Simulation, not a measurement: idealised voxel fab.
The process module that follows is named voxel ribs on slabs.
Section cut is 225 nm wide and gridded with 5 nm square cells.
Heads up, the way a cross-section reads in here is a grid of square cells, handed over as bands from the top down, with every band being one or more rows of cells. Each band's line starts with the height of the band's top and of its bottom, in nm. Then come its materials from left to right, each with its width in nm. One material with "everywhere" fills the band from edge to edge. "air" is empty space. Counting heights begins at 0, where everything beneath is, in the wafer as received, one material. The lowest band has no bottom; it goes on downwards, as "z 0 and below" shows. You'd read "30->40" like this: the band's top row of cells is as wide as the first number, its bottom row is as wide as the second, and going down, every row changes width by the same amount as the row before did. For the purposes of this document, the phrase "identical to before" attached to a step denotes that no cell within the cross-section was modified by that step. The label "Fully sealed voids" introduces a list of the empty spaces, 8 cells or larger, that have no open way up to the top; each entry in it reads width x height at distance, where the distance is taken from the left edge and all three are stated in nm. Past the settings on a step's line: simulator remark, on that step. overlay nm: on a step with a mask, how far right of its planned place the mask lay; negative means left.

Steps in the process plan:
1,op RECEIVE | material Si
2,op DIRECTIONAL_DEP | material SiO2 | thk nm 20
3,op DIRECTIONAL_DEP | material SiN | thk nm 15
4,op PATTERN | tone cover | mask id RIB | material resist | width nm 15 | thk nm 20 | overlay nm 0
5,op DIRECTIONAL_ETCH | etch materials SiN | depth nm 10
6,op STRIP | etch materials resist
7,op PATTERN | tone cover | mask id SLAB | material resist | width nm 65 | thk nm 20 | overlay nm 0
8,op DIRECTIONAL_ETCH | etch materials SiN | depth nm 5
9,op STRIP | etch materials resist
10,op FILL_DEP | material SiO2 | thk nm 20
11,op CMP | height nm 50
12,op DIRECTIONAL_DEP | material TiN | thk nm 10
13,op PATTERN | tone cover | mask id HEATER | material resist | width nm 25 | thk nm 15 | overlay nm 0
14,op DIRECTIONAL_ETCH | etch materials TiN | depth nm 10
15,op STRIP | etch materials resist
16,op CONFORMAL_DEP | material SiN | thk nm 10

As received (post step 1): cross-section:
    z 0 and below: Si everywhere
    Fully sealed voids: none

This is how the wafer looks in cross-section once the module is done, given the starting state and plan above and one mistake in carrying the plan out:
    z 70 to 60: SiN everywhere
    z 60 to 35: SiO2 everywhere
    z 35 to 25: SiO2 (105), SiN (15), SiO2 (105)
    z 25 to 20: SiO2 (80), SiN (65), SiO2 (80)
    z 20 to 0: SiO2 everywhere
    z 0 and below: Si everywhere
    Fully sealed voids: none
Short version of what went wrong: step 12 changed vs plan, executed as op DIRECTIONAL_DEP | material SiO2 | thk nm 10
